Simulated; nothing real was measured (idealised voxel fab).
The following is a process module called voxel ribs on slabs.
The figure presents cross-section cut, which has a width of 250 nm and is divided into square cells with an edge length of 5 nm.
Heads up, the way a cross-section reads in here is a grid of square cells, handed over as bands from the top down, with every band being one or more rows of cells.
The band entry comprises the height of the band's top followed by the height of its bottom, expressed in nm, and subsequently the band's materials from left to right, each stated together with its width in nm. Where a single material is marked with the word "throughout", that material fills the band from edge to edge. The word "air" represents empty space.
Beneath 0, the wafer as received is one material, and that level is where height counting begins. The lowest band goes on downward without a bottom; it is written like "0..down".
Per-row width for "30->40": begins at first number (top row of band), ends at second number (bottom row), increment between rows held constant.
A step reported as "all unchanged" is a step in which no cell of the cross-section changed.
"Enclosed internal cavities" enumerates empty spaces isolated from the top, with no open way to it, that contain at least 8 cells, giving each as width x height at distance from the left edge, all three in nm.
The remark found on a step's line after its settings is issued by the simulator itself and pertains to that step.
overlay nm: right-of-plan distance of the mask on a masked step; negative values mean left-of-plan.

[Listed below are the process steps as planned]
| 1 | RECEIVE (material Si) |
| 2 | DIRECTIONAL_DEP (material SiO2; thk nm 25) |
| 3 | DIRECTIONAL_DEP (material SiN; thk nm 25) |
| 4 | MASKED_ETCH (tone cover; mask id RIB; width nm 15; etch materials SiN; depth nm 20; overlay nm 0) |
| 5 | DIRECTIONAL_DEP (material aC; thk nm 10) |
| 6 | PATTERN (tone cover; mask id SLAB; material resist; width nm 55; thk nm 25; overlay nm 0) |
| 7 | DIRECTIONAL_ETCH (etch materials aC; depth nm 10) |
| 8 | STRIP (etch materials resist) |
| 9 | DIRECTIONAL_ETCH (etch materials SiN; depth nm 5) |
| 10 | STRIP (etch materials aC) |
| 11 | FILL_DEP (material SiO2; thk nm 25) |
| 12 | CMP (height nm 65) |
| 13 | DIRECTIONAL_DEP (material TiN; thk nm 10) |
| 14 | MASKED_ETCH (tone cover; mask id HEATER; width nm 25; etch materials TiN; depth nm 10; overlay nm 0) |
| 15 | CONFORMAL_DEP (material SiN; thk nm 5) |

[Here's what the wafer looked like in cross-section when it arrived - that's after step 1]
  0..down | Si throughout
  Enclosed internal cavities: none

[Result of the module, cross-sectioned: start per above, plan per above, one error in how it was run]
  80..75 | 105 nm air, 35 nm SiN, 110 nm air
  75..70 | 105 nm air, 5 nm SiN, 25 nm TiN, 5 nm SiN, 110 nm air
  70..65 | 110 nm SiN, 25 nm TiN, 115 nm SiN
  65..50 | SiO2 throughout
  50..25 | TiN throughout
  25..0 | SiO2 throughout
  0..down | Si throughout
  Enclosed internal cavities: none
Finding, execution versus plan: step 3: run off-plan, actual operation and settings DIRECTIONAL_DEP (material TiN; thk nm 25)
